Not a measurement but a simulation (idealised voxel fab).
Name of the process module below: voxel air gaps
The width of the displayed cross-section, cut, is 265 nm; its cells are square, with a size of 5 nm.
For the purposes of this document, a cross-section shall be understood as a grid of square cells, specified as bands listed in top-to-bottom order, each band consisting of one or more rows of cells.
Within each band entry, the heights of the top and of the bottom of the band appear first, in that order and in nm; the materials of the band then follow from left to right, each with its corresponding width in nm. The designation "edge to edge" on a single material indicates that it fills the band from edge to edge; the designation "blank" indicates empty space.
Note: height 0 marks the level under which the wafer is uniformly one material as received. Lowest band unbounded below, written "0 nm and below".
A two-number width, for instance "30->40", indicates that the width is equal to the first number in the top row of the band and to the second number in the bottom row, and that it changes by a constant amount per row of cells.
Reading "no alteration" for a step: not a cell of the cross-section changed in it.
For the entry "Internal closed voids", the listed items are empty spaces with no open way to the top whose size is 8 cells or more; each item follows the pattern width x height at distance, where distance is from the left edge and all three are in nm.
Step line, after settings: the simulator's comment on this step.
overlay nm: where the mask lay relative to plan, measured to the right, on steps with a mask; negatives go left.

THE PLANNED PROCESS STEPS ARE ENUMERATED HEREUNDER
step 1: RECEIVE: material Si
step 2: CONFORMAL_DEP: material SiO2, thk nm 10
step 3: CONFORMAL_DEP: material SiCN, thk nm 5
step 4: DIRECTIONAL_DEP: material lowk, thk nm 40
step 5: MASKED_ETCH: tone open, mask id LINES, width nm 20, pitch nm 45, etch materials lowk, depth nm 40, overlay nm 0
step 6: CONFORMAL_DEP: material TiN, thk nm 5
step 7: FILL_DEP: material W, thk nm 5
step 8: CMP: height nm 55
step 9: EPI: material Ru, thk nm 10
step 10: SELECTIVE_ETCH: etch materials lowk, depth nm 50
step 11: CONFORMAL_DEP: material SiCN, thk nm 5

CROSS-SECTION OF THE WAFER AS IT CAME TO US, I.E., ALREADY THROUGH STEP 1
0 nm and below | Si edge to edge
Internal closed voids: none

CROSS-SECTIONAL RESULT AFTER MODULE COMPLETION. NOTE: STARTING CONDITION AND PLAN ARE UNCHANGED FROM ABOVE; ONE PROCESSING MISTAKE WAS MADE
70 nm to 65 nm | blank=55 | SiCN=140 | blank=70
65 nm to 55 nm | blank=55 | SiCN=5 | Ru=40 | SiCN=5 | Ru=40 | SiCN=5 | Ru=40 | SiCN=5 | blank=70
55 nm to 50 nm | blank=55 | SiCN=15 | TiN=5 | W=10 | TiN=5 | SiCN=25 | TiN=5 | W=10 | TiN=5 | SiCN=25 | TiN=5 | W=10 | TiN=5 | SiCN=15 | blank=70
50 nm to 20 nm | blank=65 | SiCN=5 | TiN=5 | W=10 | TiN=5 | SiCN=5 | blank=15 | SiCN=5 | TiN=5 | W=10 | TiN=5 | SiCN=5 | blank=15 | SiCN=5 | TiN=5 | W=10 | TiN=5 | SiCN=5 | blank=80
20 nm to 15 nm | SiCN=70 | TiN=20 | SiCN=25 | TiN=20 | SiCN=25 | TiN=20 | SiCN=85
15 nm to 10 nm | SiCN edge to edge
10 nm to 0 nm | SiO2 edge to edge
0 nm and below | Si edge to edge
Internal closed voids: 15 x 30 at 95; 15 x 30 at 140
What was done differently from what was planned? the process deviated at step 5: the operation and settings actually run there were MASKED_ETCH: tone open, mask id LINES, width nm 20, pitch nm 45, etch materials lowk, depth nm 40, overlay nm -5
